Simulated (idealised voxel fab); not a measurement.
Module name: voxel wiring stack (process module)
Each square cell in cross-section cut measures 5 nm, and the section as a whole is 215 nm wide.
Notation: cross-section as square-cell grid; stated in bands, top first, going down; one or more cell rows per band.
Band entry format. Leading values: height of top, height of bottom, nm. Remainder: materials in left-to-right order, each with its width in nm. Special words: "all across" on a single material, which then fills the band edge to edge; "air", empty space.
All heights in this document are referenced to 0, defined as the level beneath which the wafer, as received, consists entirely of one material. The lowest band is not bounded below; it extends indefinitely downward and is written in the form "0..down".
A two-number width, for instance "30 to 40", indicates that the width is equal to the first number in the top row of the band and to the second number in the bottom row, and that it changes by a constant amount per row of cells.
Where the words "no change" appear for a step, the cross-section shows no cell changed by that step; every cell remained as before.
Basically, "Enclosed cavity list" tells you about the enclosed voids: empty spaces with no open way to the top, 8 cells or bigger, each written width x height at distance, where distance is from the left edge, all in nm.
Where a step's line continues beyond its settings, the continuation is a remark by the simulator itself on that step.
Each step line may optionally specify "overlay nm", which for a step with a mask gives the rightward distance between the mask's planned place and where it lay, a negative value indicating the leftward direction.
Steps planned for the process:
| 1 | RECEIVE: material Si |
| 2 | CONFORMAL_DEP: material SiO2, thk nm 15 |
| 3 | CONFORMAL_DEP: material SiN, thk nm 5 |
| 4 | DIRECTIONAL_DEP: material lowk, thk nm 15 |
| 5 | MASKED_ETCH: tone open, mask id METAL_1, width nm 25, pitch nm 45, etch materials lowk, depth nm 15, overlay nm 0 |
| 6 | MASKED_ETCH: tone open, mask id METAL_1, width nm 25, pitch nm 45, etch materials SiN, depth nm 5, overlay nm 0 |
| 7 | CONFORMAL_DEP: material TiN, thk nm 5 |
| 8 | FILL_DEP: material Cu, thk nm 5 |
| 9 | CMP: height nm 35 |
| 10 | CONFORMAL_DEP: material SiCN, thk nm 5 |
| 11 | DIRECTIONAL_DEP: material SiO2, thk nm 25 |
| 12 | DIRECTIONAL_DEP: material aC, thk nm 10 |
| 13 | PATTERN: tone open, mask id METAL_2_HOLES, material resist, width nm 15, pitch nm 45, thk nm 25, overlay nm 0 |
| 14 | DIRECTIONAL_ETCH: etch materials aC, depth nm 10 |
| 15 | STRIP: etch materials resist |
| 16 | DIRECTIONAL_ETCH: etch materials SiO2, depth nm 25 |
| 17 | STRIP: etch materials aC |
| 18 | MASKED_ETCH: tone open, mask id METAL_2, width nm 25, pitch nm 45, etch materials SiO2, depth nm 15, overlay nm 0 |
| 19 | MASKED_ETCH: tone open, mask id METAL_2, width nm 25, pitch nm 45, etch materials SiCN, depth nm 5, overlay nm 0 |
| 20 | CONFORMAL_DEP: material TiN, thk nm 5 |
| 21 | FILL_DEP: material Ru, thk nm 10 |
| 22 | CMP: height nm 65 |
| 23 | CONFORMAL_DEP: material SiCN, thk nm 5 |
| 24 | DIRECTIONAL_DEP: material SiO2, thk nm 15 |
| 25 | MASKED_ETCH: tone open, mask id PLUG_2, width nm 15, etch materials SiO2, depth nm 15, overlay nm 0 |
| 26 | MASKED_ETCH: tone open, mask id PLUG_2, width nm 15, etch materials SiCN, depth nm 5, overlay nm 0 |
| 27 | EPI: material Ru, thk nm 10 |
| 28 | EPI: material Ru, thk nm 10 |
| 29 | DIRECTIONAL_DEP: material TiN, thk nm 5 |
| 30 | DIRECTIONAL_DEP: material Ru, thk nm 20 |
| 31 | DIRECTIONAL_DEP: material aC, thk nm 10 |
| 32 | PATTERN: tone cover, mask id METAL_3, material resist, width nm 25, pitch nm 45, thk nm 25, overlay nm 0 |
| 33 | DIRECTIONAL_ETCH: etch materials aC, depth nm 10 |
| 34 | STRIP: etch materials resist |
| 35 | DIRECTIONAL_ETCH: etch materials Ru, depth nm 20 |
| 36 | DIRECTIONAL_ETCH: etch materials TiN, depth nm 5 |
| 37 | STRIP: etch materials aC |
| 38 | FILL_DEP: material SiO2, thk nm 5 |
| 39 | CMP: height nm 110 |
| 40 | CONFORMAL_DEP: material SiCN, thk nm 5 |
| 41 | DIRECTIONAL_DEP: material lowk, thk nm 25 |
| 42 | MASKED_ETCH: tone open, mask id METAL_4, width nm 25, pitch nm 45, etch materials lowk, depth nm 15, overlay nm 0 |
| 43 | DIRECTIONAL_DEP: material aC, thk nm 15 |
| 44 | PATTERN: tone open, mask id METAL_4_HOLES, material resist, width nm 15, thk nm 35, overlay nm 0 |
| 45 | DIRECTIONAL_ETCH: etch materials aC, depth nm 15 |
| 46 | STRIP: etch materials resist |
| 47 | DIRECTIONAL_ETCH: etch materials lowk, depth nm 10 |
| 48 | DIRECTIONAL_ETCH: etch materials SiCN, depth nm 5 |
| 49 | STRIP: etch materials aC |
| 50 | CONFORMAL_DEP: material TiN, thk nm 5 |
| 51 | FILL_DEP: material Cu, thk nm 10 |
| 52 | CMP: height nm 140 |
| 53 | CONFORMAL_DEP: material SiCN, thk nm 5 |
On the first of the two wafers: run conducted according to plan:
Wafer at receipt (post step 1), cross-section:
    0..down | Si all across
    Enclosed cavity list: none
Step 2 complete: cross-section through the wafer:
    15..0 | SiO2 all across
    Anything lower than 0 is untouched.
Step 3 complete: cross-section through the wafer:
    20..15 | SiN all across
    Anything lower than 15 is untouched.
Step 4 complete: cross-section through the wafer:
    35..20 | lowk all across
    Anything lower than 20 is untouched.
Step 5 complete: cross-section through the wafer:
    35..20 | 70 of lowk / 25 of air / 20 of lowk / 25 of air / 75 of lowk
    Anything lower than 20 is untouched.
Step 6 complete: cross-section through the wafer:
    35..20 | 70 of lowk / 25 of air / 20 of lowk / 25 of air / 75 of lowk
    20..15 | 70 of SiN / 25 of air / 20 of SiN / 25 of air / 75 of SiN
    Anything lower than 15 is untouched.
Step 7 complete: cross-section through the wafer:
    40..35 | 75 of TiN / 15 of air / 30 of TiN / 15 of air / 80 of TiN
    35..20 | 70 of lowk / 5 of TiN / 15 of air / 5 of TiN / 20 of lowk / 5 of TiN / 15 of air / 5 of TiN / 75 of lowk
    20..15 | 70 of SiN / 25 of TiN / 20 of SiN / 25 of TiN / 75 of SiN
    Anything lower than 15 is untouched.
Step 8 complete: cross-section through the wafer:
    45..40 | Cu all across
    40..35 | 75 of TiN / 15 of Cu / 30 of TiN / 15 of Cu / 80 of TiN
    35..20 | 70 of lowk / 5 of TiN / 15 of Cu / 5 of TiN / 20 of lowk / 5 of TiN / 15 of Cu / 5 of TiN / 75 of lowk
    Anything lower than 20 is untouched.
Step 9 complete: cross-section through the wafer:
    35..20 | 70 of lowk / 5 of TiN / 15 of Cu / 5 of TiN / 20 of lowk / 5 of TiN / 15 of Cu / 5 of TiN / 75 of lowk
    Anything lower than 20 is untouched.
Step 10 complete: cross-section through the wafer:
    40..35 | SiCN all across
    Anything lower than 35 is untouched.
Step 11 complete: cross-section through the wafer:
    65..40 | SiO2 all across
    Anything lower than 40 is untouched.
Step 12 complete: cross-section through the wafer:
    75..65 | aC all across
    Anything lower than 65 is untouched.
Step 13 complete: cross-section through the wafer:
    100..75 | 70 of resist / 15 of air / 30 of resist / 15 of air / 85 of resist
    Anything lower than 75 is untouched.
Step 14 complete: cross-section through the wafer:
    90..75 | 70 of resist / 15 of air / 30 of resist / 15 of air / 85 of resist
    75..65 | 70 of aC / 15 of air / 30 of aC / 15 of air / 85 of aC
    Anything lower than 65 is untouched.
Step 15 complete: cross-section through the wafer:
    75..65 | 70 of aC / 15 of air / 30 of aC / 15 of air / 85 of aC
    Anything lower than 65 is untouched.
Step 16 complete: cross-section through the wafer:
    75..65 | 70 of aC / 15 of air / 30 of aC / 15 of air / 85 of aC
    65..40 | 70 of SiO2 / 15 of air / 30 of SiO2 / 15 of air / 85 of SiO2
    Anything lower than 40 is untouched.
Step 17 complete: cross-section through the wafer:
    65..40 | 70 of SiO2 / 15 of air / 30 of SiO2 / 15 of air / 85 of SiO2
    Anything lower than 40 is untouched.
Step 18 complete: cross-section through the wafer:
    65..50 | 70 of SiO2 / 25 of air / 20 of SiO2 / 25 of air / 75 of SiO2
    Anything lower than 50 is untouched.
Step 19 complete: cross-section through the wafer:
    65..50 | 70 of SiO2 / 25 of air / 20 of SiO2 / 25 of air / 75 of SiO2
    50..40 | 70 of SiO2 / 15 of air / 30 of SiO2 / 15 of air / 85 of SiO2
    40..35 | 70 of SiCN / 15 of air / 30 of SiCN / 15 of air / 85 of SiCN
    Anything lower than 35 is untouched.
Step 20 complete: cross-section through the wafer:
    70..65 | 75 of TiN / 15 of air / 30 of TiN / 15 of air / 80 of TiN
    65..55 | 70 of SiO2 / 5 of TiN / 15 of air / 5 of TiN / 20 of SiO2 / 5 of TiN / 15 of air / 5 of TiN / 75 of SiO2
    55..50 | 70 of SiO2 / 5 of TiN / 5 of air / 15 of TiN / 20 of SiO2 / 5 of TiN / 5 of air / 15 of TiN / 75 of SiO2
    50..40 | 70 of SiO2 / 5 of TiN / 5 of air / 5 of TiN / 30 of SiO2 / 5 of TiN / 5 of air / 5 of TiN / 85 of SiO2
    40..35 | 70 of SiCN / 15 of TiN / 30 of SiCN / 15 of TiN / 85 of SiCN
    Anything lower than 35 is untouched.
Step 21 complete: cross-section through the wafer:
    80..70 | Ru all across
    70..65 | 75 of TiN / 15 of Ru / 30 of TiN / 15 of Ru / 80 of TiN
    65..55 | 70 of SiO2 / 5 of TiN / 15 of Ru / 5 of TiN / 20 of SiO2 / 5 of TiN / 15 of Ru / 5 of TiN / 75 of SiO2
    55..50 | 70 of SiO2 / 5 of TiN / 5 of Ru / 15 of TiN / 20 of SiO2 / 5 of TiN / 5 of Ru / 15 of TiN / 75 of SiO2
    50..40 | 70 of SiO2 / 5 of TiN / 5 of Ru / 5 of TiN / 30 of SiO2 / 5 of TiN / 5 of Ru / 5 of TiN / 85 of SiO2
    Anything lower than 40 is untouched.
Step 22 complete: cross-section through the wafer:
    65..55 | 70 of SiO2 / 5 of TiN / 15 of Ru / 5 of TiN / 20 of SiO2 / 5 of TiN / 15 of Ru / 5 of TiN / 75 of SiO2
    Anything lower than 55 is untouched.
Step 23 complete: cross-section through the wafer:
    70..65 | SiCN all across
    Anything lower than 65 is untouched.
Step 24 complete: cross-section through the wafer:
    85..70 | SiO2 all across
    Anything lower than 70 is untouched.
Step 25 complete: cross-section through the wafer:
    85..70 | 70 of SiO2 / 15 of air / 130 of SiO2
    Anything lower than 70 is untouched.
Step 26 complete: cross-section through the wafer:
    85..70 | 70 of SiO2 / 15 of air / 130 of SiO2
    70..65 | 70 of SiCN / 15 of air / 130 of SiCN
    Anything lower than 65 is untouched.
Step 27 complete: cross-section through the wafer:
    85..75 | 70 of SiO2 / 15 of air / 130 of SiO2
    75..70 | 70 of SiO2 / 15 of Ru / 130 of SiO2
    70..65 | 70 of SiCN / 15 of Ru / 130 of SiCN
    Anything lower than 65 is untouched.
Step 28 complete: cross-section through the wafer:
    85..70 | 70 of SiO2 / 15 of Ru / 130 of SiO2
    Anything lower than 70 is untouched.
Step 29 complete: cross-section through the wafer:
    90..85 | TiN all across
    Anything lower than 85 is untouched.
Step 30 complete: cross-section through the wafer:
    110..90 | Ru all across
    Anything lower than 90 is untouched.
Step 31 complete: cross-section through the wafer:
    120..110 | aC all across
    Anything lower than 110 is untouched.
Step 32 complete: cross-section through the wafer:
    145..120 | 70 of air / 25 of resist / 20 of air / 25 of resist / 75 of air
    Anything lower than 120 is untouched.
Step 33 complete: cross-section through the wafer:
    135..120 | 70 of air / 25 of resist / 20 of air / 25 of resist / 75 of air
    120..110 | 70 of air / 25 of aC / 20 of air / 25 of aC / 75 of air
    Anything lower than 110 is untouched.
Step 34 complete: cross-section through the wafer:
    120..110 | 70 of air / 25 of aC / 20 of air / 25 of aC / 75 of air
    Anything lower than 110 is untouched.
Step 35 complete: cross-section through the wafer:
    120..110 | 70 of air / 25 of aC / 20 of air / 25 of aC / 75 of air
    110..90 | 70 of air / 25 of Ru / 20 of air / 25 of Ru / 75 of air
    Anything lower than 90 is untouched.
Step 36 complete: cross-section through the wafer:
    120..110 | 70 of air / 25 of aC / 20 of air / 25 of aC / 75 of air
    110..90 | 70 of air / 25 of Ru / 20 of air / 25 of Ru / 75 of air
    90..85 | 70 of air / 25 of TiN / 20 of air / 25 of TiN / 75 of air
    Anything lower than 85 is untouched.
Step 37 complete: cross-section through the wafer:
    110..90 | 70 of air / 25 of Ru / 20 of air / 25 of Ru / 75 of air
    Anything lower than 90 is untouched.
Step 38 complete: cross-section through the wafer:
    115..110 | SiO2 all across
    110..90 | 70 of SiO2 / 25 of Ru / 20 of SiO2 / 25 of Ru / 75 of SiO2
    90..85 | 70 of SiO2 / 25 of TiN / 20 of SiO2 / 25 of TiN / 75 of SiO2
    Anything lower than 85 is untouched.
Step 39 complete: cross-section through the wafer:
    110..90 | 70 of SiO2 / 25 of Ru / 20 of SiO2 / 25 of Ru / 75 of SiO2
    Anything lower than 90 is untouched.
Step 40 complete: cross-section through the wafer:
    115..110 | SiCN all across
    Anything lower than 110 is untouched.
Step 41 complete: cross-section through the wafer:
    140..115 | lowk all across
    Anything lower than 115 is untouched.
Step 42 complete: cross-section through the wafer:
    140..125 | 70 of lowk / 25 of air / 20 of lowk / 25 of air / 75 of lowk
    Anything lower than 125 is untouched.
Step 43 complete: cross-section through the wafer:
    155..140 | 70 of aC / 25 of air / 20 of aC / 25 of air / 75 of aC
    140..125 | 70 of lowk / 25 of aC / 20 of lowk / 25 of aC / 75 of lowk
    Anything lower than 125 is untouched.
Step 44 complete: cross-section through the wafer:
    190..155 | 70 of resist / 15 of air / 130 of resist
    155..140 | 70 of aC / 15 of air / 10 of resist / 20 of aC / 25 of resist / 75 of aC
    Anything lower than 140 is untouched.
Step 45 complete: cross-section through the wafer:
    175..155 | 70 of resist / 15 of air / 130 of resist
    155..140 | 70 of aC / 15 of air / 10 of resist / 20 of aC / 25 of resist / 75 of aC
    140..125 | 70 of lowk / 15 of air / 10 of aC / 20 of lowk / 25 of aC / 75 of lowk
    Anything lower than 125 is untouched.
Step 46 complete: cross-section through the wafer:
    155..140 | 70 of aC / 25 of air / 20 of aC / 25 of air / 75 of aC
    Anything lower than 140 is untouched.
Step 47 complete: cross-section through the wafer:
    155..140 | 70 of aC / 25 of air / 20 of aC / 25 of air / 75 of aC
    140..125 | 70 of lowk / 15 of air / 10 of aC / 20 of lowk / 25 of aC / 75 of lowk
    125..115 | 70 of lowk / 15 of air / 130 of lowk
    Anything lower than 115 is untouched.
Step 48 complete: cross-section through the wafer:
    155..140 | 70 of aC / 25 of air / 20 of aC / 25 of air / 75 of aC
    140..125 | 70 of lowk / 15 of air / 10 of aC / 20 of lowk / 25 of aC / 75 of lowk
    125..115 | 70 of lowk / 15 of air / 130 of lowk
    115..110 | 70 of SiCN / 15 of air / 130 of SiCN
    Anything lower than 110 is untouched.
Step 49 complete: cross-section through the wafer:
    140..125 | 70 of lowk / 25 of air / 20 of lowk / 25 of air / 75 of lowk
    Anything lower than 125 is untouched.
Step 50 complete: cross-section through the wafer:
    145..140 | 75 of TiN / 15 of air / 30 of TiN / 15 of air / 80 of TiN
    140..130 | 70 of lowk / 5 of TiN / 15 of air / 5 of TiN / 20 of lowk / 5 of TiN / 15 of air / 5 of TiN / 75 of lowk
    130..125 | 70 of lowk / 5 of TiN / 5 of air / 15 of TiN / 20 of lowk / 25 of TiN / 75 of lowk
    125..115 | 70 of lowk / 5 of TiN / 5 of air / 5 of TiN / 130 of lowk
    115..110 | 70 of SiCN / 15 of TiN / 130 of SiCN
    Anything lower than 110 is untouched.
Step 51 complete: cross-section through the wafer:
    155..145 | Cu all across
    145..140 | 75 of TiN / 15 of Cu / 30 of TiN / 15 of Cu / 80 of TiN
    140..130 | 70 of lowk / 5 of TiN / 15 of Cu / 5 of TiN / 20 of lowk / 5 of TiN / 15 of Cu / 5 of TiN / 75 of lowk
    130..125 | 70 of lowk / 5 of TiN / 5 of Cu / 15 of TiN / 20 of lowk / 25 of TiN / 75 of lowk
    125..115 | 70 of lowk / 5 of TiN / 5 of Cu / 5 of TiN / 130 of lowk
    Anything lower than 115 is untouched.
Step 52 complete: cross-section through the wafer:
    140..130 | 70 of lowk / 5 of TiN / 15 of Cu / 5 of TiN / 20 of lowk / 5 of TiN / 15 of Cu / 5 of TiN / 75 of lowk
    Anything lower than 130 is untouched.
Step 53 complete: cross-section through the wafer:
    145..140 | SiCN all across
    Anything lower than 140 is untouched.
It is to be noted that the second wafer proceeded from the same initial state and according to the same plan as the first, although one mistake was committed in its execution; through step 37, inclusive, the two wafers share an identical history:
At the planned end of step 38, the second wafer in cross-section:
    115..110 | TiN all across
    110..90 | 70 of TiN / 25 of Ru / 20 of TiN / 25 of Ru / 75 of TiN
    90..85 | TiN all across
    Anything lower than 85 is untouched.
At the planned end of step 39, the second wafer in cross-section:
    110..90 | 70 of TiN / 25 of Ru / 20 of TiN / 25 of Ru / 75 of TiN
    Anything lower than 90 is untouched.
At the planned end of step 40, the second wafer in cross-section:
    115..110 | SiCN all across
    Anything lower than 110 is untouched.
At the planned end of step 41, the second wafer in cross-section:
    140..115 | lowk all across
    Anything lower than 115 is untouched.
At the planned end of step 42, the second wafer in cross-section:
    140..125 | 70 of lowk / 25 of air / 20 of lowk / 25 of air / 75 of lowk
    Anything lower than 125 is untouched.
At the planned end of step 43, the second wafer in cross-section:
    155..140 | 70 of aC / 25 of air / 20 of aC / 25 of air / 75 of aC
    140..125 | 70 of lowk / 25 of aC / 20 of lowk / 25 of aC / 75 of lowk
    Anything lower than 125 is untouched.
At the planned end of step 44, the second wafer in cross-section:
    190..155 | 70 of resist / 15 of air / 130 of resist
    155..140 | 70 of aC / 15 of air / 10 of resist / 20 of aC / 25 of resist / 75 of aC
    Anything lower than 140 is untouched.
At the planned end of step 45, the second wafer in cross-section:
    175..155 | 70 of resist / 15 of air / 130 of resist
    155..140 | 70 of aC / 15 of air / 10 of resist / 20 of aC / 25 of resist / 75 of aC
    140..125 | 70 of lowk / 15 of air / 10 of aC / 20 of lowk / 25 of aC / 75 of lowk
    Anything lower than 125 is untouched.
At the planned end of step 46, the second wafer in cross-section:
    155..140 | 70 of aC / 25 of air / 20 of aC / 25 of air / 75 of aC
    Anything lower than 140 is untouched.
At the planned end of step 47, the second wafer in cross-section:
    155..140 | 70 of aC / 25 of air / 20 of aC / 25 of air / 75 of aC
    140..125 | 70 of lowk / 15 of air / 10 of aC / 20 of lowk / 25 of aC / 75 of lowk
    125..115 | 70 of lowk / 15 of air / 130 of lowk
    Anything lower than 115 is untouched.
At the planned end of step 48, the second wafer in cross-section:
    155..140 | 70 of aC / 25 of air / 20 of aC / 25 of air / 75 of aC
    140..125 | 70 of lowk / 15 of air / 10 of aC / 20 of lowk / 25 of aC / 75 of lowk
    125..115 | 70 of lowk / 15 of air / 130 of lowk
    115..110 | 70 of SiCN / 15 of air / 130 of SiCN
    Anything lower than 110 is untouched.
At the planned end of step 49, the second wafer in cross-section:
    140..125 | 70 of lowk / 25 of air / 20 of lowk / 25 of air / 75 of lowk
    Anything lower than 125 is untouched.
At the planned end of step 50, the second wafer in cross-section:
    145..140 | 75 of TiN / 15 of air / 30 of TiN / 15 of air / 80 of TiN
    140..130 | 70 of lowk / 5 of TiN / 15 of air / 5 of TiN / 20 of lowk / 5 of TiN / 15 of air / 5 of TiN / 75 of lowk
    130..125 | 70 of lowk / 5 of TiN / 5 of air / 15 of TiN / 20 of lowk / 25 of TiN / 75 of lowk
    125..115 | 70 of lowk / 5 of TiN / 5 of air / 5 of TiN / 130 of lowk
    115..110 | 70 of SiCN / 15 of TiN / 130 of SiCN
    Anything lower than 110 is untouched.
At the planned end of step 51, the second wafer in cross-section:
    155..145 | Cu all across
    145..140 | 75 of TiN / 15 of Cu / 30 of TiN / 15 of Cu / 80 of TiN
    140..130 | 70 of lowk / 5 of TiN / 15 of Cu / 5 of TiN / 20 of lowk / 5 of TiN / 15 of Cu / 5 of TiN / 75 of lowk
    130..125 | 70 of lowk / 5 of TiN / 5 of Cu / 15 of TiN / 20 of lowk / 25 of TiN / 75 of lowk
    125..115 | 70 of lowk / 5 of TiN / 5 of Cu / 5 of TiN / 130 of lowk
    Anything lower than 115 is untouched.
At the planned end of step 52, the second wafer in cross-section:
    140..130 | 70 of lowk / 5 of TiN / 15 of Cu / 5 of TiN / 20 of lowk / 5 of TiN / 15 of Cu / 5 of TiN / 75 of lowk
    Anything lower than 130 is untouched.
At the planned end of step 53, the second wafer in cross-section:
    145..140 | SiCN all across
    Anything lower than 140 is untouched.
In executing the process, a mistake was made relative to the plan: step 38, actual vs plan mismatch, actual run FILL_DEP: material TiN, thk nm 5
Final cells, second wafer relative to first, materials higher or lower: 165 fewer of SiO2; 165 more of TiN
